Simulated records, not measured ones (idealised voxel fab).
You're looking at the process module voxel self aligned vias.
Displayed cross-section: cut, width of 210 nm, square cells sized 5 nm.
Bands, listed from the top down, are how a cross-section gets written in this document; the cross-section itself is a grid of square cells, and a band is one or more rows of them.
Quick guide to a band line: top height, bottom height (nm) up front; then every material left to right with its width in nm. Only one material and it's marked "full width"? Then it fills the band edge to edge. And "air" just means empty space.
Note: height 0 marks the level under which the wafer is uniformly one material as received. Lowest band unbounded below, written "z 0 and below".
The width entry "30..40" should be interpreted row by row: the top row of cells in the band takes the first number, the bottom row takes the second number, and the change between adjacent rows is uniform throughout.
"no alterations made" -> step changed no cross-section cell.
For the entry "Sealed void list", the listed items are empty spaces with no open way to the top whose size is 8 cells or more; each item follows the pattern width x height at distance, where distance is from the left edge and all three are in nm.
The remark found on a step's line after its settings is issued by the simulator itself and pertains to that step.
You can add "overlay nm" to a step's line. For a step with a mask, it describes how far the mask lay to the right of its planned position, and a negative number describes a lay to the left.

[The steps planned for the process are as follows]
1 RECEIVE (material Si)
2 CONFORMAL_DEP (material SiO2; thk nm 10)
3 CONFORMAL_DEP (material SiCN; thk nm 5)
4 DIRECTIONAL_DEP (material lowk; thk nm 25)
5 PATTERN (tone open; mask id LINES; material resist; width nm 25; pitch nm 55; thk nm 15; overlay nm 0)
6 DIRECTIONAL_ETCH (etch materials lowk; depth nm 25)
7 STRIP (etch materials resist)
8 CONFORMAL_DEP (material TiN; thk nm 5)
9 FILL_DEP (material Ru; thk nm 5)
10 CMP (height nm 40)
11 SELECTIVE_ETCH (etch materials W Ru TiN; depth nm 10)
12 FILL_DEP (material SiN; thk nm 5)
13 CMP (height nm 40)
14 DIRECTIONAL_DEP (material lowk; thk nm 20)
15 MASKED_ETCH (tone open; mask id VIAS; width nm 35; pitch nm 55; etch materials lowk; depth nm 20; overlay nm 0)
16 MASKED_ETCH (tone open; mask id VIAS; width nm 35; pitch nm 55; etch materials SiN; depth nm 10; overlay nm 0)
17 CONFORMAL_DEP (material TiN; thk nm 5)
18 FILL_DEP (material Ru; thk nm 5)
19 CMP (height nm 60)
20 CONFORMAL_DEP (material SiN; thk nm 5)

[First out of two wafers; run went to plan]

[The cross-section here shows the wafer as received, i.e. in its state after step 1]
	z 0 and below  Si full width
	Sealed void list: none

[After step 2: wafer cross-section]
	z 10 to 0  SiO2 full width
	Under 0: no change, same as before.

[After step 3: wafer cross-section]
	z 15 to 10  SiCN full width
	Under 10: no change, same as before.

[After step 4: wafer cross-section]
	z 40 to 15  lowk full width
	Under 15: no change, same as before.

[After step 5: wafer cross-section]
	z 55 to 40  resist (35), then air (25), then resist (30), then air (25), then resist (30), then air (25), then resist (40)
	Under 40: no change, same as before.

[After step 6: wafer cross-section]
	z 55 to 40  resist (35), then air (25), then resist (30), then air (25), then resist (30), then air (25), then resist (40)
	z 40 to 15  lowk (35), then air (25), then lowk (30), then air (25), then lowk (30), then air (25), then lowk (40)
	Under 15: no change, same as before.

[After step 7: wafer cross-section]
	z 40 to 15  lowk (35), then air (25), then lowk (30), then air (25), then lowk (30), then air (25), then lowk (40)
	Under 15: no change, same as before.

[After step 8: wafer cross-section]
	z 45 to 40  TiN (40), then air (15), then TiN (40), then air (15), then TiN (40), then air (15), then TiN (45)
	z 40 to 20  lowk (35), then TiN (5), then air (15), then TiN (5), then lowk (30), then TiN (5), then air (15), then TiN (5), then lowk (30), then TiN (5), then air (15), then TiN (5), then lowk (40)
	z 20 to 15  lowk (35), then TiN (25), then lowk (30), then TiN (25), then lowk (30), then TiN (25), then lowk (40)
	Under 15: no change, same as before.

[After step 9: wafer cross-section]
	z 50 to 45  Ru full width
	z 45 to 40  TiN (40), then Ru (15), then TiN (40), then Ru (15), then TiN (40), then Ru (15), then TiN (45)
	z 40 to 20  lowk (35), then TiN (5), then Ru (15), then TiN (5), then lowk (30), then TiN (5), then Ru (15), then TiN (5), then lowk (30), then TiN (5), then Ru (15), then TiN (5), then lowk (40)
	Under 20: no change, same as before.

[After step 10: wafer cross-section]
	z 40 to 20  lowk (35), then TiN (5), then Ru (15), then TiN (5), then lowk (30), then TiN (5), then Ru (15), then TiN (5), then lowk (30), then TiN (5), then Ru (15), then TiN (5), then lowk (40)
	Under 20: no change, same as before.

[After step 11: wafer cross-section]
	z 40 to 30  lowk (35), then air (25), then lowk (30), then air (25), then lowk (30), then air (25), then lowk (40)
	Under 30: no change, same as before.

[After step 12: wafer cross-section]
	z 45 to 40  SiN full width
	z 40 to 30  lowk (35), then SiN (25), then lowk (30), then SiN (25), then lowk (30), then SiN (25), then lowk (40)
	Under 30: no change, same as before.

[After step 13: wafer cross-section]
	z 40 to 30  lowk (35), then SiN (25), then lowk (30), then SiN (25), then lowk (30), then SiN (25), then lowk (40)
	Under 30: no change, same as before.

[After step 14: wafer cross-section]
	z 60 to 40  lowk full width
	Under 40: no change, same as before.

[After step 15: wafer cross-section]
	z 60 to 40  lowk (30), then air (35), then lowk (20), then air (35), then lowk (20), then air (35), then lowk (35)
	Under 40: no change, same as before.

[After step 16: wafer cross-section]
	z 60 to 40  lowk (30), then air (35), then lowk (20), then air (35), then lowk (20), then air (35), then lowk (35)
	z 40 to 30  lowk (35), then air (25), then lowk (30), then air (25), then lowk (30), then air (25), then lowk (40)
	Under 30: no change, same as before.

[After step 17: wafer cross-section]
	z 65 to 60  TiN (35), then air (25), then TiN (30), then air (25), then TiN (30), then air (25), then TiN (40)
	z 60 to 45  lowk (30), then TiN (5), then air (25), then TiN (5), then lowk (20), then TiN (5), then air (25), then TiN (5), then lowk (20), then TiN (5), then air (25), then TiN (5), then lowk (35)
	z 45 to 35  lowk (30..35), then TiN (10..5), then air (15), then TiN (10..5), then lowk (20..30), then TiN (10..5), then air (15), then TiN (10..5), then lowk (20..30), then TiN (10..5), then air (15), then TiN (10..5), then lowk (35..40)
	z 35 to 30  lowk (35), then TiN (25), then lowk (30), then TiN (25), then lowk (30), then TiN (25), then lowk (40)
	Under 30: no change, same as before.

[After step 18: wafer cross-section]
	z 70 to 65  Ru full width
	z 65 to 60  TiN (35), then Ru (25), then TiN (30), then Ru (25), then TiN (30), then Ru (25), then TiN (40)
	z 60 to 45  lowk (30), then TiN (5), then Ru (25), then TiN (5), then lowk (20), then TiN (5), then Ru (25), then TiN (5), then lowk (20), then TiN (5), then Ru (25), then TiN (5), then lowk (35)
	z 45 to 35  lowk (30..35), then TiN (10..5), then Ru (15), then TiN (10..5), then lowk (20..30), then TiN (10..5), then Ru (15), then TiN (10..5), then lowk (20..30), then TiN (10..5), then Ru (15), then TiN (10..5), then lowk (35..40)
	Under 35: no change, same as before.

[After step 19: wafer cross-section]
	z 60 to 45  lowk (30), then TiN (5), then Ru (25), then TiN (5), then lowk (20), then TiN (5), then Ru (25), then TiN (5), then lowk (20), then TiN (5), then Ru (25), then TiN (5), then lowk (35)
	Under 45: no change, same as before.

[After step 20: wafer cross-section]
	z 65 to 60  SiN full width
	Under 60: no change, same as before.

[Companion wafer, the second of two: same beginning, same intended sequence, one mistake in carrying it out; through step 15 inclusive it tracks the first exactly]

[Second wafer, sectioned view, at step 16's planned end time]
	z 60 to 40  lowk (30), then air (35), then lowk (20), then air (35), then lowk (20), then air (35), then lowk (35)
	z 40 to 30  lowk (35), then SiN (5), then air (20), then lowk (30), then SiN (5), then air (20), then lowk (30), then SiN (5), then air (20), then lowk (40)
	Under 30: no change, same as before.

[Second wafer, sectioned view, at step 17's planned end time]
	z 65 to 60  TiN (35), then air (25), then TiN (30), then air (25), then TiN (30), then air (25), then TiN (40)
	z 60 to 45  lowk (30), then TiN (5), then air (25), then TiN (5), then lowk (20), then TiN (5), then air (25), then TiN (5), then lowk (20), then TiN (5), then air (25), then TiN (5), then lowk (35)
	z 45 to 40  lowk (30), then TiN (15), then air (10), then TiN (10), then lowk (20), then TiN (15), then air (10), then TiN (10), then lowk (20), then TiN (15), then air (10), then TiN (10), then lowk (35)
	z 40 to 35  lowk (35), then SiN (5), then TiN (5), then air (10), then TiN (5), then lowk (30), then SiN (5), then TiN (5), then air (10), then TiN (5), then lowk (30), then SiN (5), then TiN (5), then air (10), then TiN (5), then lowk (40)
	z 35 to 30  lowk (35), then SiN (5), then TiN (20), then lowk (30), then SiN (5), then TiN (20), then lowk (30), then SiN (5), then TiN (20), then lowk (40)
	Under 30: no change, same as before.

[Second wafer, sectioned view, at step 18's planned end time]
	z 70 to 65  Ru full width
	z 65 to 60  TiN (35), then Ru (25), then TiN (30), then Ru (25), then TiN (30), then Ru (25), then TiN (40)
	z 60 to 45  lowk (30), then TiN (5), then Ru (25), then TiN (5), then lowk (20), then TiN (5), then Ru (25), then TiN (5), then lowk (20), then TiN (5), then Ru (25), then TiN (5), then lowk (35)
	z 45 to 40  lowk (30), then TiN (15), then Ru (10), then TiN (10), then lowk (20), then TiN (15), then Ru (10), then TiN (10), then lowk (20), then TiN (15), then Ru (10), then TiN (10), then lowk (35)
	z 40 to 35  lowk (35), then SiN (5), then TiN (5), then Ru (10), then TiN (5), then lowk (30), then SiN (5), then TiN (5), then Ru (10), then TiN (5), then lowk (30), then SiN (5), then TiN (5), then Ru (10), then TiN (5), then lowk (40)
	Under 35: no change, same as before.

[Second wafer, sectioned view, at step 19's planned end time]
	z 60 to 45  lowk (30), then TiN (5), then Ru (25), then TiN (5), then lowk (20), then TiN (5), then Ru (25), then TiN (5), then lowk (20), then TiN (5), then Ru (25), then TiN (5), then lowk (35)
	Under 45: no change, same as before.

[Second wafer, sectioned view, at step 20's planned end time]
	z 65 to 60  SiN full width
	Under 60: no change, same as before.
Run error: heads up, step 16 didn't go per plan, it actually ran as MASKED_ETCH (tone open; mask id VIAS; width nm 35; pitch nm 55; etch materials SiN; depth nm 10; overlay nm 10)
Once processing is complete, comparing cell counts shows that the second wafer has more or fewer of certain materials than the first: 6 fewer of Ru, 6 more of SiN
